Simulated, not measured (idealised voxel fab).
process module | voxel trench capacitor
Shown is cross-section cut, with a width of 145 nm and square cells of size 5 nm.
Throughout this document, each cross-section is represented as a grid of square cells and is presented as a sequence of bands enumerated from the top downward, where a band comprises one or more rows of cells. Band entry format. Leading values: height of top, height of bottom, nm. Remainder: materials in left-to-right order, each with its width in nm. Special words: "throughout" on a single material, which then fills the band edge to edge; "blank", empty space. Height reference: 0 = level under which incoming wafer is all one material. Lowest band: no bottom, runs on downward, e.g. "0 and below". Width "30->40": first value at the band's top row of cells, second value at its bottom row, equal change from row to row. Where a step carries "remains unaltered", the cross-section came out of it unchanged, cell for cell. For the entry "Closed-off voids", the listed items are empty spaces with no open way to the top whose size is 8 cells or more; each item follows the pattern width x height at distance, where distance is from the left edge and all three are in nm. That trailing text on a step's line, after the settings, is the simulator's own remark on the step. A step line may carry the setting "overlay nm", which, for steps involving a mask, states the distance by which the mask lay to the right of its intended position; negative values denote displacement to the left.

[Steps planned for the process]
1: RECEIVE, material Si
2: CONFORMAL_DEP, material SiN, thk nm 5
3: DIRECTIONAL_DEP, material aC, thk nm 15
4: PATTERN, tone open, mask id TRENCH, material resist, width nm 15, pitch nm 45, thk nm 35, overlay nm 0
5: DIRECTIONAL_ETCH, etch materials aC, depth nm 15
6: STRIP, etch materials resist
7: DIRECTIONAL_ETCH, etch materials SiN, depth nm 5
8: DIRECTIONAL_ETCH, etch materials Si, depth nm 40
9: STRIP, etch materials aC
10: CONFORMAL_DEP, material Al2O3, thk nm 5
11: FILL_DEP, material polySi, thk nm 10
12: CMP, height nm 5
For clarity, it should be stated that the wafers under discussion commence in an identical condition and differ with respect to the width nm of step 4, the plan indicating the value that the first wafer had.

[This is how the first of several wafers looked in cross-section when it arrived, which is after step 1]
> 0 and below  Si throughout
> Closed-off voids: none

[Here's the first of several wafers in cross-section, end of the module, after the last step, step 12]
> 5 down to 0  40 SiN | 5 Al2O3 | 5 polySi | 5 Al2O3 | 30 SiN | 5 Al2O3 | 5 polySi | 5 Al2O3 | 45 SiN
> 0 down to -35  40 Si | 5 Al2O3 | 5 polySi | 5 Al2O3 | 30 Si | 5 Al2O3 | 5 polySi | 5 Al2O3 | 45 Si
> -35 down to -40  40 Si | 15 Al2O3 | 30 Si | 15 Al2O3 | 45 Si
> -40 and below  Si throughout
> Closed-off voids: none

[Here's the last wafer cross-sectioned at the end of the module]
> 5 down to 0  35 SiN | 5 Al2O3 | 20 polySi | 5 Al2O3 | 15 SiN | 5 Al2O3 | 20 polySi | 5 Al2O3 | 35 SiN
> 0 down to -35  35 Si | 5 Al2O3 | 20 polySi | 5 Al2O3 | 15 Si | 5 Al2O3 | 20 polySi | 5 Al2O3 | 35 Si
> -35 down to -40  35 Si | 30 Al2O3 | 15 Si | 30 Al2O3 | 35 Si
> -40 and below  Si throughout
> Closed-off voids: none

[Every row in this table is a wafer at the end of the module, and it gives, for each of the materials, the cells that wafer has gained (+) or lost (-) since it was received, then its closed voids]
width nm 15 | +38 Al2O3 | -48 Si | +23 SiN | +16 polySi | Closed-off voids: none
width nm 20 | +40 Al2O3 | -64 Si | +21 SiN | +32 polySi | Closed-off voids: none
width nm 25 | +42 Al2O3 | -80 Si | +19 SiN | +48 polySi | Closed-off voids: none
width nm 30 | +44 Al2O3 | -96 Si | +17 SiN | +64 polySi | Closed-off voids: none
